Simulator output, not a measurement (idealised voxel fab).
This is a process module. Its name is voxel released beams.
We display cut, a cross-section 255 nm in width whose square cells are each 5 nm.
A cross-section is written here as square cells arranged in a grid, and it is given in bands from the top down, each band taking up one or more rows of cells.
Band entry format. Leading values: height of top, height of bottom, nm. Remainder: materials in left-to-right order, each with its width in nm. Special words: "everywhere" on a single material, which then fills the band edge to edge; "blank", empty space.
It should be noted that heights are counted from 0, beneath which the wafer as supplied is of one material throughout, and that the lowest band possesses no lower boundary but continues downward, as written in "0 -> down".
With a width like "30 to 40", each row of cells in the band differs from the next by the same amount, the top row carrying the first number and the bottom row the second.
Basically "no alterations made" means that step didn't change any cell in the cross-section.
Empty spaces counting at least 8 cells and having no open way to the top are listed in "Enclosed void catalog". The notation width x height at distance is used for each, the distance being from the left edge and all three values in nm.
It should be noted that, on the line of a given step, the content following the step's settings is a remark produced by the simulator itself with respect to that step.
overlay nm: step with mask; distance mask lay right of planned place; negative value = left of planned place.
THIS SECTION LISTS THE PROCESS STEPS THAT WERE PLANNED
| 1 | op RECEIVE | material Si |
| 2 | op CONFORMAL_DEP | material Al2O3 | thk nm 10 |
| 3 | op DIRECTIONAL_DEP | material SiO2 | thk nm 10 |
| 4 | op DIRECTIONAL_DEP | material aC | thk nm 15 |
| 5 | op PATTERN | tone open | mask id ANCHOR | material resist | width nm 30 | thk nm 35 | overlay nm 0 |
| 6 | op DIRECTIONAL_ETCH | etch materials aC | depth nm 15 |
| 7 | op STRIP | etch materials resist |
| 8 | op DIRECTIONAL_ETCH | etch materials SiO2 | depth nm 10 |
| 9 | op STRIP | etch materials aC |
| 10 | op CONFORMAL_DEP | material SiN | thk nm 10 |
| 11 | op MASKED_ETCH | tone cover | mask id BEAM | width nm 100 | etch materials SiN | depth nm 10 | overlay nm 0 |
| 12 | op STRIP | etch materials SiO2 |
CROSS-SECTIONAL VIEW OF THE WAFER IN ITS AS-RECEIVED CONDITION, CORRESPONDING TO THE STATE AFTER STEP 1
    0 -> down | Si everywhere
    Enclosed void catalog: none
FIRST OF TWO WAFERS: CROSS-SECTION AT END OF MODULE, RUN PER PLAN
    30 -> 20 | blank 75, SiN 15, blank 10, SiN 75, blank 80
    20 -> 10 | blank 80, SiN 30, blank 145
    10 -> 0 | Al2O3 everywhere
    0 -> down | Si everywhere
    Enclosed void catalog: none
CROSS-SECTION, SECOND WAFER: SAME START AS THE FIRST, SAME PLAN AS THE FIRST, ONE MISTAKE IN RUNNING IT; TAKEN AT THE END OF THE MODULE
    30 -> 20 | blank 75, SiN 100, blank 80
    20 -> 10 | blank 85, SiN 20, blank 150
    10 -> 0 | Al2O3 everywhere
    0 -> down | Si everywhere
    Enclosed void catalog: none
Which mistake was made when the wafer was run? in deviation from the planned setting, step 5 was conducted as op PATTERN | tone open | mask id ANCHOR | material resist | width nm 20 | thk nm 35 | overlay nm 0
When the process is done, the second wafer contains the same cell count of every material as the first wafer, but distributed over other locations.
